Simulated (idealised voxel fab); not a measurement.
process module | voxel capacitor over wiring
cross-section cut | 300 nm wide | cells 5 nm
A cross-section is a grid of square cells, given in bands from the top down. A band is one or more rows of cells.
Each band's line starts with the height of the band's top and of its bottom, in nm. Then come its materials from left to right, each with its width in nm. One material with "throughout" fills the band from edge to edge. "air" is empty space.
Height 0 is the level under which the wafer as received is all one material. The lowest band goes on downwards, as in "0 down".
A width such as "30 to 40" changes by the same amount from each row of cells to the next, from the band's top row to its bottom row.
"no change" after a step means that no cell of the cross-section changed.
closed voids: empty space of 8 cells or more with no open way to the top, each as width x height at its distance from the left edge, in nm
after a step's settings: what the simulator itself notes on the step
overlay nm, on a step with a mask: how far to the right of its planned place the mask lay; to the left if negative
plan
1 op RECEIVE | material Si
2 op CONFORMAL_DEP | material SiO2 | thk nm 10
3 op CONFORMAL_DEP | material SiN | thk nm 5
4 op DIRECTIONAL_DEP | material SiO2 | thk nm 20
5 op DIRECTIONAL_DEP | material aC | thk nm 10
6 op PATTERN | tone open | mask id METAL_1 | material resist | width nm 20 | pitch nm 75 | thk nm 30 | overlay nm 0
7 op DIRECTIONAL_ETCH | etch materials aC | depth nm 10
8 op STRIP | etch materials resist
9 op DIRECTIONAL_ETCH | etch materials SiO2 | depth nm 20
10 op DIRECTIONAL_ETCH | etch materials SiN | depth nm 5
11 op STRIP | etch materials aC
12 op CONFORMAL_DEP | material TiN | thk nm 5
13 op FILL_DEP | material Cu | thk nm 10
14 op CMP | height nm 35
15 op CONFORMAL_DEP | material SiCN | thk nm 5
16 op DIRECTIONAL_DEP | material lowk | thk nm 10
17 op DIRECTIONAL_DEP | material aC | thk nm 10
18 op PATTERN | tone open | mask id PLUG_1 | material resist | width nm 15 | thk nm 30 | overlay nm 0
19 op DIRECTIONAL_ETCH | etch materials aC | depth nm 10
20 op STRIP | etch materials resist
21 op DIRECTIONAL_ETCH | etch materials lowk | depth nm 10
22 op DIRECTIONAL_ETCH | etch materials SiCN | depth nm 5
23 op STRIP | etch materials aC
24 op CONFORMAL_DEP | material TiN | thk nm 5
25 op FILL_DEP | material W | thk nm 10
26 op CMP | height nm 50
27 op DIRECTIONAL_DEP | material TiN | thk nm 10
28 op DIRECTIONAL_DEP | material Al2O3 | thk nm 5
29 op DIRECTIONAL_DEP | material TiN | thk nm 10
30 op MASKED_ETCH | tone cover | mask id UPPER_PLATE | width nm 60 | etch materials TiN | depth nm 10 | overlay nm 0
31 op MASKED_ETCH | tone cover | mask id UPPER_PLATE | width nm 60 | etch materials Al2O3 | depth nm 5 | overlay nm 0
32 op MASKED_ETCH | tone cover | mask id LOWER_PLATE | width nm 70 | etch materials TiN | depth nm 10 | overlay nm 0
33 op FILL_DEP | material SiO2 | thk nm 15
34 op CMP | height nm 85
35 op MASKED_ETCH | tone open | mask id PLUG_2 | width nm 15 | etch materials SiO2 | depth nm 10 | overlay nm 0
36 op CONFORMAL_DEP | material TiN | thk nm 5
37 op FILL_DEP | material Cu | thk nm 10
38 op CMP | height nm 85
39 op CONFORMAL_DEP | material SiN | thk nm 5
first wafer, as planned
as received, after step 1
  0 down: Si throughout
  closed voids: none
after step 2
  10 to 0: SiO2 throughout
  below 0: unchanged
after step 3
  15 to 10: SiN throughout
  below 10: unchanged
after step 4
  35 to 15: SiO2 throughout
  below 15: unchanged
after step 5
  45 to 35: aC throughout
  below 35: unchanged
after step 6
  75 to 45: resist 100 | air 20 | resist 55 | air 20 | resist 105
  below 45: unchanged
after step 7
  65 to 45: resist 100 | air 20 | resist 55 | air 20 | resist 105
  45 to 35: aC 100 | air 20 | aC 55 | air 20 | aC 105
  below 35: unchanged
after step 8
  45 to 35: aC 100 | air 20 | aC 55 | air 20 | aC 105
  below 35: unchanged
after step 9
  45 to 35: aC 100 | air 20 | aC 55 | air 20 | aC 105
  35 to 15: SiO2 100 | air 20 | SiO2 55 | air 20 | SiO2 105
  below 15: unchanged
after step 10
  45 to 35: aC 100 | air 20 | aC 55 | air 20 | aC 105
  35 to 15: SiO2 100 | air 20 | SiO2 55 | air 20 | SiO2 105
  15 to 10: SiN 100 | air 20 | SiN 55 | air 20 | SiN 105
  below 10: unchanged
after step 11
  35 to 15: SiO2 100 | air 20 | SiO2 55 | air 20 | SiO2 105
  below 15: unchanged
after step 12
  40 to 35: TiN 105 | air 10 | TiN 65 | air 10 | TiN 110
  35 to 15: SiO2 100 | TiN 5 | air 10 | TiN 5 | SiO2 55 | TiN 5 | air 10 | TiN 5 | SiO2 105
  15 to 10: SiN 100 | TiN 20 | SiN 55 | TiN 20 | SiN 105
  below 10: unchanged
after step 13
  50 to 40: Cu throughout
  40 to 35: TiN 105 | Cu 10 | TiN 65 | Cu 10 | TiN 110
  35 to 15: SiO2 100 | TiN 5 | Cu 10 | TiN 5 | SiO2 55 | TiN 5 | Cu 10 | TiN 5 | SiO2 105
  below 15: unchanged
after step 14
  35 to 15: SiO2 100 | TiN 5 | Cu 10 | TiN 5 | SiO2 55 | TiN 5 | Cu 10 | TiN 5 | SiO2 105
  below 15: unchanged
after step 15
  40 to 35: SiCN throughout
  below 35: unchanged
after step 16
  50 to 40: lowk throughout
  below 40: unchanged
after step 17
  60 to 50: aC throughout
  below 50: unchanged
after step 18
  90 to 60: resist 105 | air 15 | resist 180
  below 60: unchanged
after step 19
  80 to 60: resist 105 | air 15 | resist 180
  60 to 50: aC 105 | air 15 | aC 180
  below 50: unchanged
after step 20
  60 to 50: aC 105 | air 15 | aC 180
  below 50: unchanged
after step 21
  60 to 50: aC 105 | air 15 | aC 180
  50 to 40: lowk 105 | air 15 | lowk 180
  below 40: unchanged
after step 22
  60 to 50: aC 105 | air 15 | aC 180
  50 to 40: lowk 105 | air 15 | lowk 180
  40 to 35: SiCN 105 | air 15 | SiCN 180
  below 35: unchanged
after step 23
  50 to 40: lowk 105 | air 15 | lowk 180
  below 40: unchanged
after step 24
  55 to 50: TiN 110 | air 5 | TiN 185
  50 to 40: lowk 105 | TiN 5 | air 5 | TiN 5 | lowk 180
  40 to 35: SiCN 105 | TiN 15 | SiCN 180
  below 35: unchanged
after step 25
  65 to 55: W throughout
  55 to 50: TiN 110 | W 5 | TiN 185
  50 to 40: lowk 105 | TiN 5 | W 5 | TiN 5 | lowk 180
  below 40: unchanged
after step 26
  50 to 40: lowk 105 | TiN 5 | W 5 | TiN 5 | lowk 180
  below 40: unchanged
after step 27
  60 to 50: TiN throughout
  below 50: unchanged
after step 28
  65 to 60: Al2O3 throughout
  below 60: unchanged
after step 29
  75 to 65: TiN throughout
  below 65: unchanged
after step 30
  75 to 65: air 105 | TiN 60 | air 135
  below 65: unchanged
after step 31
  75 to 65: air 105 | TiN 60 | air 135
  65 to 60: air 105 | Al2O3 60 | air 135
  below 60: unchanged
after step 32
  75 to 65: air 105 | TiN 60 | air 135
  65 to 60: air 105 | Al2O3 60 | air 135
  60 to 50: air 100 | TiN 70 | air 130
  below 50: unchanged
after step 33
  90 to 75: SiO2 throughout
  75 to 65: SiO2 105 | TiN 60 | SiO2 135
  65 to 60: SiO2 105 | Al2O3 60 | SiO2 135
  60 to 50: SiO2 100 | TiN 70 | SiO2 130
  below 50: unchanged
after step 34
  85 to 75: SiO2 throughout
  below 75: unchanged
after step 35
  85 to 75: SiO2 115 | air 15 | SiO2 170
  below 75: unchanged
after step 36
  90 to 85: TiN 120 | air 5 | TiN 175
  85 to 80: SiO2 115 | TiN 5 | air 5 | TiN 5 | SiO2 170
  80 to 75: SiO2 115 | TiN 15 | SiO2 170
  below 75: unchanged
after step 37
  100 to 90: Cu throughout
  90 to 85: TiN 120 | Cu 5 | TiN 175
  85 to 80: SiO2 115 | TiN 5 | Cu 5 | TiN 5 | SiO2 170
  below 80: unchanged
after step 38
  85 to 80: SiO2 115 | TiN 5 | Cu 5 | TiN 5 | SiO2 170
  below 80: unchanged
after step 39
  90 to 85: SiN throughout
  below 85: unchanged
second wafer: like start, like plan, one mistake. Through step 10 it matches the first wafer
when step 11 should have ended
  35 to 15: SiO2 100 | air 20 | SiO2 55 | air 20 | SiO2 105
  below 15: unchanged
when step 12 should have ended
  40 to 35: TiN 105 | air 10 | TiN 65 | air 10 | TiN 110
  35 to 15: SiO2 100 | TiN 5 | air 10 | TiN 5 | SiO2 55 | TiN 5 | air 10 | TiN 5 | SiO2 105
  15 to 10: SiN 100 | TiN 20 | SiN 55 | TiN 20 | SiN 105
  below 10: unchanged
when step 13 should have ended
  50 to 40: Cu throughout
  40 to 35: TiN 105 | Cu 10 | TiN 65 | Cu 10 | TiN 110
  35 to 15: SiO2 100 | TiN 5 | Cu 10 | TiN 5 | SiO2 55 | TiN 5 | Cu 10 | TiN 5 | SiO2 105
  below 15: unchanged
when step 14 should have ended
  35 to 15: SiO2 100 | TiN 5 | Cu 10 | TiN 5 | SiO2 55 | TiN 5 | Cu 10 | TiN 5 | SiO2 105
  below 15: unchanged
when step 15 should have ended
  40 to 35: SiCN throughout
  below 35: unchanged
when step 16 should have ended
  50 to 40: lowk throughout
  below 40: unchanged
when step 17 should have ended
  60 to 50: aC throughout
  below 50: unchanged
when step 18 should have ended
  90 to 60: resist 105 | air 15 | resist 180
  below 60: unchanged
when step 19 should have ended
  80 to 60: resist 105 | air 15 | resist 180
  60 to 50: aC 105 | air 15 | aC 180
  below 50: unchanged
when step 20 should have ended
  60 to 50: aC 105 | air 15 | aC 180
  below 50: unchanged
when step 21 should have ended
  60 to 50: aC 105 | air 15 | aC 180
  50 to 40: lowk 105 | air 15 | lowk 180
  below 40: unchanged
when step 22 should have ended
  60 to 50: aC 105 | air 15 | aC 180
  50 to 40: lowk 105 | air 15 | lowk 180
  40 to 35: SiCN 105 | air 15 | SiCN 180
  below 35: unchanged
when step 23 should have ended
  50 to 40: lowk 105 | air 15 | lowk 180
  below 40: unchanged
when step 24 should have ended
  55 to 50: TiN 110 | air 5 | TiN 185
  50 to 40: lowk 105 | TiN 5 | air 5 | TiN 5 | lowk 180
  40 to 35: SiCN 105 | TiN 15 | SiCN 180
  below 35: unchanged
when step 25 should have ended
  65 to 55: W throughout
  55 to 50: TiN 110 | W 5 | TiN 185
  50 to 40: lowk 105 | TiN 5 | W 5 | TiN 5 | lowk 180
  below 40: unchanged
when step 26 should have ended
  50 to 40: lowk 105 | TiN 5 | W 5 | TiN 5 | lowk 180
  below 40: unchanged
when step 27 should have ended
  60 to 50: TiN throughout
  below 50: unchanged
when step 28 should have ended
  65 to 60: Al2O3 throughout
  below 60: unchanged
when step 29 should have ended
  75 to 65: TiN throughout
  below 65: unchanged
when step 30 should have ended
  75 to 65: air 105 | TiN 60 | air 135
  below 65: unchanged
when step 31 should have ended
  75 to 65: air 105 | TiN 60 | air 135
  65 to 60: air 105 | Al2O3 60 | air 135
  below 60: unchanged
when step 32 should have ended
  75 to 65: air 105 | TiN 60 | air 135
  65 to 60: air 105 | Al2O3 60 | air 135
  60 to 50: air 100 | TiN 70 | air 130
  below 50: unchanged
when step 33 should have ended
  90 to 75: SiO2 throughout
  75 to 65: SiO2 105 | TiN 60 | SiO2 135
  65 to 60: SiO2 105 | Al2O3 60 | SiO2 135
  60 to 50: SiO2 100 | TiN 70 | SiO2 130
  below 50: unchanged
when step 34 should have ended
  85 to 75: SiO2 throughout
  below 75: unchanged
when step 35 should have ended
  85 to 75: SiO2 115 | air 15 | SiO2 170
  below 75: unchanged
when step 36 should have ended
  90 to 85: TiN 120 | air 5 | TiN 175
  85 to 80: SiO2 115 | TiN 5 | air 5 | TiN 5 | SiO2 170
  80 to 75: SiO2 115 | TiN 15 | SiO2 170
  below 75: unchanged
when step 37 should have ended
  100 to 90: Cu throughout
  90 to 85: TiN 120 | Cu 5 | TiN 175
  85 to 80: SiO2 115 | TiN 5 | Cu 5 | TiN 5 | SiO2 170
  below 80: unchanged
when step 38 should have ended
  85 to 80: SiO2 115 | TiN 5 | Cu 5 | TiN 5 | SiO2 170
  below 80: unchanged
when step 39 should have ended
  90 to 85: SiN throughout
  below 85: unchanged
what went wrong: step 11 was run twice
at the end the two cross-sections are the same: no effect in what this model computes
